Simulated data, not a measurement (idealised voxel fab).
process module | voxel fin reveal
cross-section cut | 210 nm wide | cells 5 nm
A cross-section is a grid of square cells, given in bands from the top down. A band is one or more rows of cells.
Each band's line starts with the height of the band's top and of its bottom, in nm. Then come its materials from left to right, each with its width in nm. One material with "throughout" fills the band from edge to edge. "air" is empty space.
Height 0 is the level under which the wafer as received is all one material. The lowest band goes on downwards, as in "0 down".
A width such as "30 to 40" changes by the same amount from each row of cells to the next, from the band's top row to its bottom row.
"no change" after a step means that no cell of the cross-section changed.
closed voids: empty space of 8 cells or more with no open way to the top, each as width x height at its distance from the left edge, in nm
after a step's settings: what the simulator itself notes on the step
overlay nm, on a step with a mask: how far to the right of its planned place the mask lay; to the left if negative
plan
1 op RECEIVE | material Si
2 op CONFORMAL_DEP | material SiN | thk nm 10
3 op DIRECTIONAL_DEP | material aC | thk nm 15
4 op PATTERN | tone cover | mask id FINS | material resist | width nm 15 | pitch nm 40 | thk nm 35 | overlay nm 0
5 op DIRECTIONAL_ETCH | etch materials aC | depth nm 15
6 op STRIP | etch materials resist
7 op DIRECTIONAL_ETCH | etch materials SiN | depth nm 10
8 op DIRECTIONAL_ETCH | etch materials Si | depth nm 35
9 op STRIP | etch materials aC
10 op FILL_DEP | material SiO2 | thk nm 5
11 op CMP | height nm 10
12 op SELECTIVE_ETCH | etch materials SiO2 | depth nm 30
13 op STRIP | etch materials SiN
14 op CONFORMAL_DEP | material SiO2 | thk nm 5
as received, after step 1
  0 down: Si throughout
  closed voids: none
first wafer at the end, as planned
  5 to 0: air 50 | SiO2 25 | air 15 | SiO2 25 | air 15 | SiO2 25 | air 55
  0 to -15: air 50 | SiO2 5 | Si 15 | SiO2 5 | air 15 | SiO2 5 | Si 15 | SiO2 5 | air 15 | SiO2 5 | Si 15 | SiO2 5 | air 55
  -15 to -35: SiO2 55 | Si 15 | SiO2 25 | Si 15 | SiO2 25 | Si 15 | SiO2 60
  -35 down: Si throughout
  closed voids: none
second wafer at the end: like start, like plan, one mistake
  5 to 0: air 50 | SiO2 30 | air 10 | SiO2 30 | air 10 | SiO2 30 | air 50
  0 to -15: air 50 | SiO2 5 | Si 20 | SiO2 5 | air 10 | SiO2 5 | Si 20 | SiO2 5 | air 10 | SiO2 5 | Si 20 | SiO2 5 | air 50
  -15 to -35: SiO2 55 | Si 20 | SiO2 20 | Si 20 | SiO2 20 | Si 20 | SiO2 55
  -35 down: Si throughout
  closed voids: none
what went wrong: step 4 ran as: op PATTERN | tone cover | mask id FINS | material resist | width nm 20 | pitch nm 40 | thk nm 35 | overlay nm 0
at the end the second wafer has, in cells: 21 more of Si | 9 fewer of SiO2
